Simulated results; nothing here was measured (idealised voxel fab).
process module | voxel wiring stack
cross-section cut | 275 nm wide | cells 5 nm
A cross-section is a grid of square cells, given in bands from the top down. A band is one or more rows of cells.
Each band's line starts with the height of the band's top and of its bottom, in nm. Then come its materials from left to right, each with its width in nm. One material with "throughout" fills the band from edge to edge. "air" is empty space.
Height 0 is the level under which the wafer as received is all one material. The lowest band goes on downwards, as in "0 down".
A width such as "30 to 40" changes by the same amount from each row of cells to the next, from the band's top row to its bottom row.
"no change" after a step means that no cell of the cross-section changed.
closed voids: empty space of 8 cells or more with no open way to the top, each as width x height at its distance from the left edge, in nm
after a step's settings: what the simulator itself notes on the step
overlay nm, on a step with a mask: how far to the right of its planned place the mask lay; to the left if negative
plan
1 op RECEIVE | material Si
2 op CONFORMAL_DEP | material SiO2 | thk nm 10
3 op CONFORMAL_DEP | material SiN | thk nm 5
4 op DIRECTIONAL_DEP | material lowk | thk nm 15
5 op MASKED_ETCH | tone open | mask id METAL_1 | width nm 30 | pitch nm 60 | etch materials lowk | depth nm 15 | overlay nm 0
6 op MASKED_ETCH | tone open | mask id METAL_1 | width nm 30 | pitch nm 60 | etch materials SiN | depth nm 5 | overlay nm 0
7 op CONFORMAL_DEP | material TiN | thk nm 5
8 op FILL_DEP | material W | thk nm 10
9 op CMP | height nm 30
10 op CONFORMAL_DEP | material SiCN | thk nm 5
11 op DIRECTIONAL_DEP | material lowk | thk nm 10
12 op DIRECTIONAL_DEP | material aC | thk nm 15
13 op PATTERN | tone open | mask id PLUG_1 | material resist | width nm 15 | pitch nm 120 | thk nm 35 | overlay nm 0
14 op DIRECTIONAL_ETCH | etch materials aC | depth nm 15
15 op STRIP | etch materials resist
16 op DIRECTIONAL_ETCH | etch materials lowk | depth nm 10
17 op DIRECTIONAL_ETCH | etch materials SiCN | depth nm 5
18 op STRIP | etch materials aC
19 op CONFORMAL_DEP | material TiN | thk nm 5
20 op FILL_DEP | material Ru | thk nm 5
21 op CMP | height nm 45
22 op DIRECTIONAL_DEP | material TiN | thk nm 5
23 op DIRECTIONAL_DEP | material W | thk nm 15
24 op MASKED_ETCH | tone cover | mask id METAL_2 | width nm 30 | pitch nm 60 | etch materials W | depth nm 15 | overlay nm 0
25 op MASKED_ETCH | tone cover | mask id METAL_2 | width nm 30 | pitch nm 60 | etch materials TiN | depth nm 5 | overlay nm 0
26 op CONFORMAL_DEP | material SiCN | thk nm 5
27 op FILL_DEP | material SiO2 | thk nm 5
28 op CMP | height nm 65
29 op CONFORMAL_DEP | material SiCN | thk nm 5
30 op DIRECTIONAL_DEP | material SiO2 | thk nm 25
31 op DIRECTIONAL_DEP | material aC | thk nm 15
32 op PATTERN | tone open | mask id METAL_3_HOLES | material resist | width nm 15 | pitch nm 60 | thk nm 35 | overlay nm 0
33 op DIRECTIONAL_ETCH | etch materials aC | depth nm 15
34 op STRIP | etch materials resist
35 op DIRECTIONAL_ETCH | etch materials SiO2 | depth nm 25
36 op STRIP | etch materials aC
37 op DIRECTIONAL_DEP | material aC | thk nm 10
38 op PATTERN | tone open | mask id METAL_3 | material resist | width nm 30 | pitch nm 60 | thk nm 30 | overlay nm 0
39 op DIRECTIONAL_ETCH | etch materials aC | depth nm 10
40 op STRIP | etch materials resist
41 op DIRECTIONAL_ETCH | etch materials SiO2 | depth nm 15
42 op DIRECTIONAL_ETCH | etch materials SiCN | depth nm 5
43 op STRIP | etch materials aC
44 op CONFORMAL_DEP | material TiN | thk nm 5
45 op FILL_DEP | material Cu | thk nm 5
46 op CMP | height nm 95
47 op CONFORMAL_DEP | material SiCN | thk nm 5
as received, after step 1
  0 down: Si throughout
  closed voids: none
first wafer at the end, as planned
  100 to 95: SiCN throughout
  95 to 85: SiO2 30 | TiN 5 | Cu 20 | TiN 5 | SiO2 30 | TiN 5 | Cu 20 | TiN 5 | SiO2 30 | TiN 5 | Cu 20 | TiN 5 | SiO2 30 | TiN 5 | Cu 20 | TiN 5 | SiO2 35
  85 to 80: SiO2 30 | TiN 5 | Cu 5 | TiN 20 | SiO2 30 | TiN 5 | Cu 5 | TiN 20 | SiO2 30 | TiN 5 | Cu 5 | TiN 20 | SiO2 30 | TiN 5 | Cu 5 | TiN 20 | SiO2 35
  80 to 70: SiO2 30 | TiN 5 | Cu 5 | TiN 5 | SiO2 45 | TiN 5 | Cu 5 | TiN 5 | SiO2 45 | TiN 5 | Cu 5 | TiN 5 | SiO2 45 | TiN 5 | Cu 5 | TiN 5 | SiO2 50
  70 to 65: SiCN 30 | TiN 15 | SiCN 45 | TiN 15 | SiCN 45 | TiN 15 | SiCN 45 | TiN 15 | SiCN 50
  65 to 50: SiO2 25 | SiCN 5 | W 30 | SiCN 5 | SiO2 20 | SiCN 5 | W 30 | SiCN 5 | SiO2 20 | SiCN 5 | W 30 | SiCN 5 | SiO2 20 | SiCN 5 | W 30 | SiCN 5 | SiO2 30
  50 to 45: SiCN 30 | TiN 30 | SiCN 30 | TiN 30 | SiCN 30 | TiN 30 | SiCN 30 | TiN 30 | SiCN 35
  45 to 35: lowk 30 | TiN 5 | Ru 5 | TiN 5 | lowk 105 | TiN 5 | Ru 5 | TiN 5 | lowk 110
  35 to 30: SiCN 30 | TiN 15 | SiCN 105 | TiN 15 | SiCN 110
  30 to 15: lowk 30 | TiN 5 | W 20 | TiN 5 | lowk 30 | TiN 5 | W 20 | TiN 5 | lowk 30 | TiN 5 | W 20 | TiN 5 | lowk 30 | TiN 5 | W 20 | TiN 5 | lowk 35
  15 to 10: SiN 30 | TiN 30 | SiN 30 | TiN 30 | SiN 30 | TiN 30 | SiN 30 | TiN 30 | SiN 35
  10 to 0: SiO2 throughout
  0 down: Si throughout
  closed voids: none
second wafer at the end: like start, like plan, one mistake
  100 to 95: SiCN throughout
  95 to 85: SiO2 30 | TiN 5 | Cu 20 | TiN 5 | SiO2 30 | TiN 5 | Cu 20 | TiN 5 | SiO2 30 | TiN 5 | Cu 20 | TiN 5 | SiO2 30 | TiN 5 | Cu 20 | TiN 5 | SiO2 35
  85 to 80: SiO2 30 | TiN 5 | Cu 5 | TiN 20 | SiO2 30 | TiN 5 | Cu 5 | TiN 20 | SiO2 30 | TiN 5 | Cu 5 | TiN 20 | SiO2 30 | TiN 5 | Cu 5 | TiN 20 | SiO2 35
  80 to 70: SiO2 30 | TiN 5 | Cu 5 | TiN 5 | SiO2 45 | TiN 5 | Cu 5 | TiN 5 | SiO2 45 | TiN 5 | Cu 5 | TiN 5 | SiO2 45 | TiN 5 | Cu 5 | TiN 5 | SiO2 50
  70 to 65: SiCN 30 | TiN 15 | SiCN 45 | TiN 15 | SiCN 45 | TiN 15 | SiCN 45 | TiN 15 | SiCN 50
  65 to 50: SiO2 25 | SiCN 5 | W 30 | SiCN 5 | SiO2 20 | SiCN 5 | W 30 | SiCN 5 | SiO2 20 | SiCN 5 | W 30 | SiCN 5 | SiO2 20 | SiCN 5 | W 30 | SiCN 5 | SiO2 30
  50 to 45: SiCN 30 | TiN 30 | SiCN 30 | TiN 30 | SiCN 30 | TiN 30 | SiCN 30 | TiN 30 | SiCN 35
  45 to 35: lowk 30 | TiN 5 | Ru 5 | TiN 5 | lowk 105 | TiN 5 | Ru 5 | TiN 5 | lowk 110
  35 to 30: SiCN 30 | TiN 15 | SiCN 105 | TiN 15 | SiCN 110
  30 to 15: lowk 30 | SiN 5 | W 20 | SiN 5 | lowk 30 | SiN 5 | W 20 | SiN 5 | lowk 30 | SiN 5 | W 20 | SiN 5 | lowk 30 | SiN 5 | W 20 | SiN 5 | lowk 35
  15 to 10: SiN throughout
  10 to 0: SiO2 throughout
  0 down: Si throughout
  closed voids: none
what went wrong: step 7 ran as: op CONFORMAL_DEP | material SiN | thk nm 5
at the end the second wafer has, in cells: 48 more of SiN | 48 fewer of TiN
